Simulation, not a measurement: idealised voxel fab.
process module | voxel transistor to metal
cross-section cut | 215 nm wide | cells 5 nm
A cross-section is a grid of square cells, given in bands from the top down. A band is one or more rows of cells.
Each band's line starts with the height of the band's top and of its bottom, in nm. Then come its materials from left to right, each with its width in nm. One material with "throughout" fills the band from edge to edge. "air" is empty space.
Height 0 is the level under which the wafer as received is all one material. The lowest band goes on downwards, as in "0 down".
A width such as "30 to 40" changes by the same amount from each row of cells to the next, from the band's top row to its bottom row.
"no change" after a step means that no cell of the cross-section changed.
closed voids: empty space of 8 cells or more with no open way to the top, each as width x height at its distance from the left edge, in nm
after a step's settings: what the simulator itself notes on the step
overlay nm, on a step with a mask: how far to the right of its planned place the mask lay; to the left if negative
plan
1 op RECEIVE | material Si
2 op OXIDIZE | depth nm 5
3 op CONFORMAL_DEP | material SiN | thk nm 15
4 op DIRECTIONAL_DEP | material aC | thk nm 10
5 op PATTERN | tone cover | mask id ACTIVE | material resist | width nm 115 | thk nm 25 | overlay nm 0
6 op DIRECTIONAL_ETCH | etch materials aC | depth nm 10
7 op STRIP | etch materials resist
8 op DIRECTIONAL_ETCH | etch materials SiN | depth nm 15
9 op DIRECTIONAL_ETCH | etch materials SiO2 | depth nm 5
10 op DIRECTIONAL_ETCH | etch materials Si | depth nm 25
11 op STRIP | etch materials aC
12 op OXIDIZE | depth nm 5
13 op FILL_DEP | material SiO2 | thk nm 15
14 op CMP | height nm 15
15 op SELECTIVE_ETCH | etch materials SiO2 | depth nm 15
16 op STRIP | etch materials SiN
17 op SELECTIVE_ETCH | etch materials SiO2 | depth nm 5
18 op OXIDIZE | depth nm 5
19 op DIRECTIONAL_DEP | material polySi | thk nm 20
20 op DIRECTIONAL_DEP | material SiCN | thk nm 10
21 op PATTERN | tone cover | mask id GATE | material resist | width nm 25 | thk nm 20 | overlay nm 0
22 op DIRECTIONAL_ETCH | etch materials SiCN | depth nm 20
23 op DIRECTIONAL_ETCH | etch materials polySi | depth nm 30
24 op STRIP | etch materials resist
25 op CONFORMAL_DEP | material SiN | thk nm 5
26 op DIRECTIONAL_ETCH | etch materials SiN | depth nm 5
27 op DIRECTIONAL_ETCH | etch materials SiO2 | depth nm 5
28 op DIRECTIONAL_ETCH | etch materials Si | depth nm 15
29 op EPI | material SiGe | thk nm 15
30 op FILL_DEP | material SiO2 | thk nm 10
31 op CMP | height nm 15
32 op STRIP | etch materials polySi
33 op SELECTIVE_ETCH | etch materials SiO2 | depth nm 5
34 op CONFORMAL_DEP | material HfO2 | thk nm 5
35 op CONFORMAL_DEP | material TiN | thk nm 5
36 op FILL_DEP | material W | thk nm 10
37 op CMP | height nm 10
38 op DIRECTIONAL_DEP | material SiO2 | thk nm 15
39 op PATTERN | tone open | mask id CONTACT | material resist | width nm 20 | pitch nm 85 | thk nm 20 | overlay nm 0
40 op DIRECTIONAL_ETCH | etch materials SiO2 | depth nm 35
41 op STRIP | etch materials resist
42 op CONFORMAL_DEP | material TiN | thk nm 5
43 op FILL_DEP | material W | thk nm 10
44 op CMP | height nm 25
45 op DIRECTIONAL_DEP | material TiN | thk nm 5
46 op DIRECTIONAL_DEP | material Ru | thk nm 15
47 op PATTERN | tone cover | mask id METAL_1 | material resist | width nm 20 | pitch nm 85 | thk nm 20 | overlay nm 0
48 op DIRECTIONAL_ETCH | etch materials Ru | depth nm 15
49 op DIRECTIONAL_ETCH | etch materials TiN | depth nm 5
50 op STRIP | etch materials resist
51 op CONFORMAL_DEP | material SiCN | thk nm 5
52 op FILL_DEP | material lowk | thk nm 10
53 op CMP | height nm 45
54 op CONFORMAL_DEP | material SiCN | thk nm 5
as received, after step 1
  0 down: Si throughout
  closed voids: none
first wafer at the end, as planned
  50 to 45: SiCN throughout
  45 to 30: lowk 50 | SiCN 5 | Ru 20 | SiCN 5 | lowk 55 | SiCN 5 | Ru 20 | SiCN 5 | lowk 50
  30 to 25: SiCN 55 | TiN 20 | SiCN 65 | TiN 20 | SiCN 55
  25 to 10: SiO2 55 | TiN 5 | W 10 | TiN 5 | SiO2 65 | TiN 5 | W 10 | TiN 5 | SiO2 55
  10 to 5: SiO2 55 | TiN 5 | W 10 | TiN 5 | SiO2 15 | SiN 5 | HfO2 5 | TiN 5 | W 5 | TiN 5 | HfO2 5 | SiN 5 | SiO2 15 | TiN 5 | W 10 | TiN 5 | SiO2 55
  5 to 0: SiO2 55 | TiN 5 | W 10 | TiN 5 | SiGe 15 | SiN 5 | HfO2 5 | TiN 5 | W 5 | TiN 5 | HfO2 5 | SiN 5 | SiGe 15 | TiN 5 | W 10 | TiN 5 | SiO2 55
  0 to -5: SiO2 55 | TiN 5 | W 10 | TiN 5 | SiGe 15 | SiN 5 | HfO2 5 | TiN 15 | HfO2 5 | SiN 5 | SiGe 15 | TiN 5 | W 10 | TiN 5 | SiO2 55
  -5 to -10: SiO2 55 | TiN 20 | SiGe 15 | HfO2 35 | SiGe 15 | TiN 20 | SiO2 55
  -10 to -25: SiO2 55 | SiGe 35 | Si 35 | SiGe 35 | SiO2 55
  -25 to -35: SiO2 55 | Si 105 | SiO2 55
  -35 down: Si throughout
  closed voids: none
second wafer at the end: like start, like plan, one mistake
  50 to 45: SiCN throughout
  45 to 30: lowk 50 | SiCN 5 | Ru 20 | SiCN 5 | lowk 55 | SiCN 5 | Ru 20 | SiCN 5 | lowk 50
  30 to 25: SiCN 55 | TiN 20 | SiCN 65 | TiN 20 | SiCN 55
  25 to 15: SiO2 55 | TiN 5 | W 10 | TiN 5 | SiO2 65 | TiN 5 | W 10 | TiN 5 | SiO2 55
  15 to 10: SiO2 55 | TiN 20 | SiO2 65 | TiN 20 | SiO2 55
  10 to 5: SiO2 55 | TiN 5 | SiGe 30 | SiN 5 | HfO2 5 | TiN 5 | W 5 | TiN 5 | HfO2 5 | SiN 5 | SiGe 30 | TiN 5 | SiO2 55
  5 to 0: SiO2 40 | SiGe 50 | SiN 5 | HfO2 5 | TiN 5 | W 5 | TiN 5 | HfO2 5 | SiN 5 | SiGe 50 | SiO2 40
  0 to -5: SiO2 40 | SiGe 50 | SiN 5 | HfO2 5 | TiN 15 | HfO2 5 | SiN 5 | SiGe 50 | SiO2 40
  -5 to -10: SiO2 40 | SiGe 50 | HfO2 35 | SiGe 50 | SiO2 40
  -10 to -25: SiO2 55 | SiGe 35 | Si 35 | SiGe 35 | SiO2 55
  -25 to -35: SiO2 55 | Si 105 | SiO2 55
  -35 down: Si throughout
  closed voids: none
what went wrong: step 29 was run twice
at the end the second wafer has, in cells: 54 more of SiGe | 24 fewer of SiO2 | 14 fewer of TiN | 16 fewer of W
